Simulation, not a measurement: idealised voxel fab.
The process module that follows is named voxel ribs on slabs.
Cross-sectional view cut (width: 185 nm; square cell size: 5 nm).
Heads up, the way a cross-section reads in here is a grid of square cells, handed over as bands from the top down, with every band being one or more rows of cells.
Within each band entry, the heights of the top and of the bottom of the band appear first, in that order and in nm; the materials of the band then follow from left to right, each with its corresponding width in nm. The designation "everywhere" on a single material indicates that it fills the band from edge to edge; the designation "empty" indicates empty space.
Convention: height 0 is the level below which the wafer, as received, is all one material. The lowest band does not terminate at the bottom but continues downward, represented as "0..down".
Note: "30 to 40" means the width goes from the first number (top row of the band) to the second number (bottom row) in equal steps per row of cells.
"identical to before" (step): cross-section cells unchanged, all of them.
Heads up: "Trapped cavities" only lists the empty pockets with no open path to the top that are 8 cells or more, and it writes them as width x height at distance, distance from the left edge, in nm.
What comes after the settings on a step's line is commentary from the simulator itself on that step.
The "overlay nm" setting may appear on a step's line; for a step that uses a mask, it gives how far to the right of its planned position the mask lay, and a negative value indicates the left.

-- The process steps that were planned are listed below
step 1: RECEIVE | material Si
step 2: DIRECTIONAL_DEP | material SiO2 | thk nm 30
step 3: DIRECTIONAL_DEP | material SiN | thk nm 20
step 4: MASKED_ETCH | tone cover | mask id RIB | width nm 15 | etch materials SiN | depth nm 15 | overlay nm 0
step 5: MASKED_ETCH | tone cover | mask id SLAB | width nm 65 | etch materials SiN | depth nm 5 | overlay nm 0
step 6: FILL_DEP | material SiO2 | thk nm 20
step 7: CMP | height nm 60
step 8: DIRECTIONAL_DEP | material TiN | thk nm 10
step 9: MASKED_ETCH | tone cover | mask id HEATER | width nm 25 | etch materials TiN | depth nm 10 | overlay nm 0
step 10: CONFORMAL_DEP | material SiN | thk nm 5

-- Cross-section, incoming material, after step 1
> 0..down | Si everywhere
> Trapped cavities: none

-- Post-module cross-section: identical start and plan to those above, one misstep in execution
> 75..70 | 75 nm empty, then 35 nm SiN, then 75 nm empty
> 70..65 | 75 nm empty, then 5 nm SiN, then 25 nm TiN, then 5 nm SiN, then 75 nm empty
> 65..60 | 80 nm SiN, then 25 nm TiN, then 80 nm SiN
> 60..50 | SiO2 everywhere
> 50..40 | 85 nm SiO2, then 15 nm SiN, then 85 nm SiO2
> 40..35 | 60 nm SiO2, then 65 nm SiN, then 60 nm SiO2
> 35..30 | SiN everywhere
> 30..0 | SiO2 everywhere
> 0..down | Si everywhere
> Trapped cavities: none
Deviation noted in wafer processing: step 4 was not run as planned; what actually ran was MASKED_ETCH | tone cover | mask id RIB | width nm 15 | etch materials SiN | depth nm 10 | overlay nm 0
